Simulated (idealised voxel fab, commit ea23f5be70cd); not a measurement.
The document below concerns the process module designated voxel self aligned contacts.
The cross-section on display is named cut; it measures 260 nm wide, and its cells are 5 nm squares.
In what follows, cross-sections appear as grids of square cells, described through bands that run from the top down, where every band is one or more rows of cells.
Per band: top height and bottom height in nm, followed by the left-to-right materials and their widths in nm; "edge to edge" marks a single material spanning edge to edge, "air" marks empty space.
Zero point of the height axis is 0; under it, received wafer = one material. Lowest band: continues down indefinitely, "0 down".
A width given as "30..40" starts at the first number in the band's top row and ends at the second number in its bottom row, shifting by an equal amount at every step from row to row.
"nothing got changed" (step): cross-section cells unchanged, all of them.
This entry, "Closed void register", enumerates those empty regions of no fewer than 8 cells that possess no open connection to the top. Each region is reported in the form width x height at distance, the distance being taken from the left edge, with all three quantities expressed in nm.
Step line, after settings: the simulator's comment on this step.
overlay nm: mask right of planned place by this much (step with mask). Neg. = left.
Set out below are the planned steps of the process:
1 RECEIVE: material Si
2 OXIDIZE: depth nm 5
3 DIRECTIONAL_DEP: material polySi, thk nm 20
4 DIRECTIONAL_DEP: material SiN, thk nm 20
5 PATTERN: tone cover, mask id GATE, material resist, width nm 35, pitch nm 60, thk nm 15, overlay nm 0
6 DIRECTIONAL_ETCH: etch materials SiN, depth nm 20
7 DIRECTIONAL_ETCH: etch materials polySi, depth nm 20
8 STRIP: etch materials resist
9 CONFORMAL_DEP: material SiN, thk nm 5
10 DIRECTIONAL_ETCH: etch materials SiN, depth nm 5
11 FILL_DEP: material SiO2, thk nm 15
12 CMP: height nm 45
13 PATTERN: tone open, mask id CONTACT, material resist, width nm 45, thk nm 15, overlay nm 0
14 DIRECTIONAL_ETCH: etch materials SiO2, depth nm 50
15 STRIP: etch materials resist
16 CONFORMAL_DEP: material TiN, thk nm 5
17 FILL_DEP: material Ru, thk nm 5
18 CMP: height nm 45
19 CONFORMAL_DEP: material SiCN, thk nm 5
First wafer, two in total, run as planned:
Cross-section of the incoming wafer, state after step 1:
- 0 down = Si edge to edge
- Closed void register: none
Wafer xsec, post step 2:
- 0 to -5 = SiO2 edge to edge
- At heights below -5, the structure remains unaltered.
Wafer xsec, post step 3:
- 20 to 0 = polySi edge to edge
- At heights below 0, the structure remains unaltered.
Wafer xsec, post step 4:
- 40 to 20 = SiN edge to edge
- At heights below 20, the structure remains unaltered.
Wafer xsec, post step 5:
- 55 to 40 = air: 80 | resist: 35 | air: 25 | resist: 35 | air: 85
- At heights below 40, the structure remains unaltered.
Wafer xsec, post step 6:
- 55 to 40 = air: 80 | resist: 35 | air: 25 | resist: 35 | air: 85
- 40 to 20 = air: 80 | SiN: 35 | air: 25 | SiN: 35 | air: 85
- At heights below 20, the structure remains unaltered.
Wafer xsec, post step 7:
- 55 to 40 = air: 80 | resist: 35 | air: 25 | resist: 35 | air: 85
- 40 to 20 = air: 80 | SiN: 35 | air: 25 | SiN: 35 | air: 85
- 20 to 0 = air: 80 | polySi: 35 | air: 25 | polySi: 35 | air: 85
- At heights below 0, the structure remains unaltered.
Wafer xsec, post step 8:
- 40 to 20 = air: 80 | SiN: 35 | air: 25 | SiN: 35 | air: 85
- At heights below 20, the structure remains unaltered.
Wafer xsec, post step 9:
- 45 to 20 = air: 75 | SiN: 45 | air: 15 | SiN: 45 | air: 80
- 20 to 5 = air: 75 | SiN: 5 | polySi: 35 | SiN: 5 | air: 15 | SiN: 5 | polySi: 35 | SiN: 5 | air: 80
- 5 to 0 = SiN: 80 | polySi: 35 | SiN: 25 | polySi: 35 | SiN: 85
- At heights below 0, the structure remains unaltered.
Wafer xsec, post step 10:
- 40 to 20 = air: 75 | SiN: 45 | air: 15 | SiN: 45 | air: 80
- 20 to 0 = air: 75 | SiN: 5 | polySi: 35 | SiN: 5 | air: 15 | SiN: 5 | polySi: 35 | SiN: 5 | air: 80
- At heights below 0, the structure remains unaltered.
Wafer xsec, post step 11:
- 55 to 40 = SiO2 edge to edge
- 40 to 20 = SiO2: 75 | SiN: 45 | SiO2: 15 | SiN: 45 | SiO2: 80
- 20 to 0 = SiO2: 75 | SiN: 5 | polySi: 35 | SiN: 5 | SiO2: 15 | SiN: 5 | polySi: 35 | SiN: 5 | SiO2: 80
- At heights below 0, the structure remains unaltered.
Wafer xsec, post step 12:
- 45 to 40 = SiO2 edge to edge
- At heights below 40, the structure remains unaltered.
Wafer xsec, post step 13:
- 60 to 45 = resist: 105 | air: 45 | resist: 110
- At heights below 45, the structure remains unaltered.
Wafer xsec, post step 14:
- 60 to 45 = resist: 105 | air: 45 | resist: 110
- 45 to 40 = SiO2: 105 | air: 45 | SiO2: 110
- 40 to 20 = SiO2: 75 | SiN: 45 | air: 15 | SiN: 45 | SiO2: 80
- 20 to 0 = SiO2: 75 | SiN: 5 | polySi: 35 | SiN: 5 | air: 15 | SiN: 5 | polySi: 35 | SiN: 5 | SiO2: 80
- 0 to -5 = SiO2: 120 | air: 15 | SiO2: 125
- At heights below -5, the structure remains unaltered.
Wafer xsec, post step 15:
- 45 to 40 = SiO2: 105 | air: 45 | SiO2: 110
- At heights below 40, the structure remains unaltered.
Wafer xsec, post step 16:
- 50 to 45 = TiN: 110 | air: 35 | TiN: 115
- 45 to 40 = SiO2: 105 | TiN: 20 | air: 5 | TiN: 20 | SiO2: 110
- 40 to 20 = SiO2: 75 | SiN: 45 | TiN: 5 | air: 5 | TiN: 5 | SiN: 45 | SiO2: 80
- 20 to 0 = SiO2: 75 | SiN: 5 | polySi: 35 | SiN: 5 | TiN: 5 | air: 5 | TiN: 5 | SiN: 5 | polySi: 35 | SiN: 5 | SiO2: 80
- 0 to -5 = SiO2: 120 | TiN: 15 | SiO2: 125
- At heights below -5, the structure remains unaltered.
Wafer xsec, post step 17:
- 55 to 50 = Ru edge to edge
- 50 to 45 = TiN: 110 | Ru: 35 | TiN: 115
- 45 to 40 = SiO2: 105 | TiN: 20 | Ru: 5 | TiN: 20 | SiO2: 110
- 40 to 20 = SiO2: 75 | SiN: 45 | TiN: 5 | Ru: 5 | TiN: 5 | SiN: 45 | SiO2: 80
- 20 to 0 = SiO2: 75 | SiN: 5 | polySi: 35 | SiN: 5 | TiN: 5 | Ru: 5 | TiN: 5 | SiN: 5 | polySi: 35 | SiN: 5 | SiO2: 80
- At heights below 0, the structure remains unaltered.
Wafer xsec, post step 18:
- 45 to 40 = SiO2: 105 | TiN: 20 | Ru: 5 | TiN: 20 | SiO2: 110
- At heights below 40, the structure remains unaltered.
Wafer xsec, post step 19:
- 50 to 45 = SiCN edge to edge
- At heights below 45, the structure remains unaltered.
second wafer: like start, like plan, one mistake. Through step 4 it matches the first wafer:
Cross-section of the second wafer at the time step 5 of the plan should have ended:
- 55 to 40 = resist: 80 | air: 35 | resist: 25 | air: 35 | resist: 85
- At heights below 40, the structure remains unaltered.
Cross-section of the second wafer at the time step 6 of the plan should have ended:
- 55 to 40 = resist: 80 | air: 35 | resist: 25 | air: 35 | resist: 85
- 40 to 20 = SiN: 80 | air: 35 | SiN: 25 | air: 35 | SiN: 85
- At heights below 20, the structure remains unaltered.
Cross-section of the second wafer at the time step 7 of the plan should have ended:
- 55 to 40 = resist: 80 | air: 35 | resist: 25 | air: 35 | resist: 85
- 40 to 20 = SiN: 80 | air: 35 | SiN: 25 | air: 35 | SiN: 85
- 20 to 0 = polySi: 80 | air: 35 | polySi: 25 | air: 35 | polySi: 85
- At heights below 0, the structure remains unaltered.
Cross-section of the second wafer at the time step 8 of the plan should have ended:
- 40 to 20 = SiN: 80 | air: 35 | SiN: 25 | air: 35 | SiN: 85
- At heights below 20, the structure remains unaltered.
Cross-section of the second wafer at the time step 9 of the plan should have ended:
- 45 to 20 = SiN: 85 | air: 25 | SiN: 35 | air: 25 | SiN: 90
- 20 to 5 = polySi: 80 | SiN: 5 | air: 25 | SiN: 5 | polySi: 25 | SiN: 5 | air: 25 | SiN: 5 | polySi: 85
- 5 to 0 = polySi: 80 | SiN: 35 | polySi: 25 | SiN: 35 | polySi: 85
- At heights below 0, the structure remains unaltered.
Cross-section of the second wafer at the time step 10 of the plan should have ended:
- 40 to 20 = SiN: 85 | air: 25 | SiN: 35 | air: 25 | SiN: 90
- 20 to 0 = polySi: 80 | SiN: 5 | air: 25 | SiN: 5 | polySi: 25 | SiN: 5 | air: 25 | SiN: 5 | polySi: 85
- At heights below 0, the structure remains unaltered.
Cross-section of the second wafer at the time step 11 of the plan should have ended:
- 55 to 40 = SiO2 edge to edge
- 40 to 20 = SiN: 85 | SiO2: 25 | SiN: 35 | SiO2: 25 | SiN: 90
- 20 to 0 = polySi: 80 | SiN: 5 | SiO2: 25 | SiN: 5 | polySi: 25 | SiN: 5 | SiO2: 25 | SiN: 5 | polySi: 85
- At heights below 0, the structure remains unaltered.
Cross-section of the second wafer at the time step 12 of the plan should have ended:
- 45 to 40 = SiO2 edge to edge
- At heights below 40, the structure remains unaltered.
Cross-section of the second wafer at the time step 13 of the plan should have ended:
- 60 to 45 = resist: 105 | air: 45 | resist: 110
- At heights below 45, the structure remains unaltered.
Cross-section of the second wafer at the time step 14 of the plan should have ended:
- 60 to 45 = resist: 105 | air: 45 | resist: 110
- 45 to 40 = SiO2: 105 | air: 45 | SiO2: 110
- 40 to 20 = SiN: 85 | SiO2: 20 | air: 5 | SiN: 35 | air: 5 | SiO2: 20 | SiN: 90
- 20 to 0 = polySi: 80 | SiN: 5 | SiO2: 20 | air: 5 | SiN: 5 | polySi: 25 | SiN: 5 | air: 5 | SiO2: 20 | SiN: 5 | polySi: 85
- 0 to -5 = SiO2: 105 | air: 5 | SiO2: 35 | air: 5 | SiO2: 110
- At heights below -5, the structure remains unaltered.
Cross-section of the second wafer at the time step 15 of the plan should have ended:
- 45 to 40 = SiO2: 105 | air: 45 | SiO2: 110
- At heights below 40, the structure remains unaltered.
Cross-section of the second wafer at the time step 16 of the plan should have ended:
- 50 to 45 = TiN: 110 | air: 35 | TiN: 115
- 45 to 40 = SiO2: 105 | TiN: 45 | SiO2: 110
- 40 to 20 = SiN: 85 | SiO2: 20 | TiN: 5 | SiN: 35 | TiN: 5 | SiO2: 20 | SiN: 90
- 20 to 0 = polySi: 80 | SiN: 5 | SiO2: 20 | TiN: 5 | SiN: 5 | polySi: 25 | SiN: 5 | TiN: 5 | SiO2: 20 | SiN: 5 | polySi: 85
- 0 to -5 = SiO2: 105 | TiN: 5 | SiO2: 35 | TiN: 5 | SiO2: 110
- At heights below -5, the structure remains unaltered.
Cross-section of the second wafer at the time step 17 of the plan should have ended:
- 55 to 50 = Ru edge to edge
- 50 to 45 = TiN: 110 | Ru: 35 | TiN: 115
- At heights below 45, the structure remains unaltered.
Cross-section of the second wafer at the time step 18 of the plan should have ended:
- 45 to 40 = SiO2: 105 | TiN: 45 | SiO2: 110
- At heights below 40, the structure remains unaltered.
Cross-section of the second wafer at the time step 19 of the plan should have ended:
- 50 to 45 = SiCN edge to edge
- At heights below 45, the structure remains unaltered.
Nonconformance to the process plan: step 5 ran with different settings than intended, the actual operation and settings being PATTERN: tone open, mask id GATE, material resist, width nm 35, pitch nm 60, thk nm 15, overlay nm 0
Counted in cells at the end, the second wafer holds more or fewer of these materials than the first: Ru -9 | SiN +96 | SiO2 -183 | polySi +96
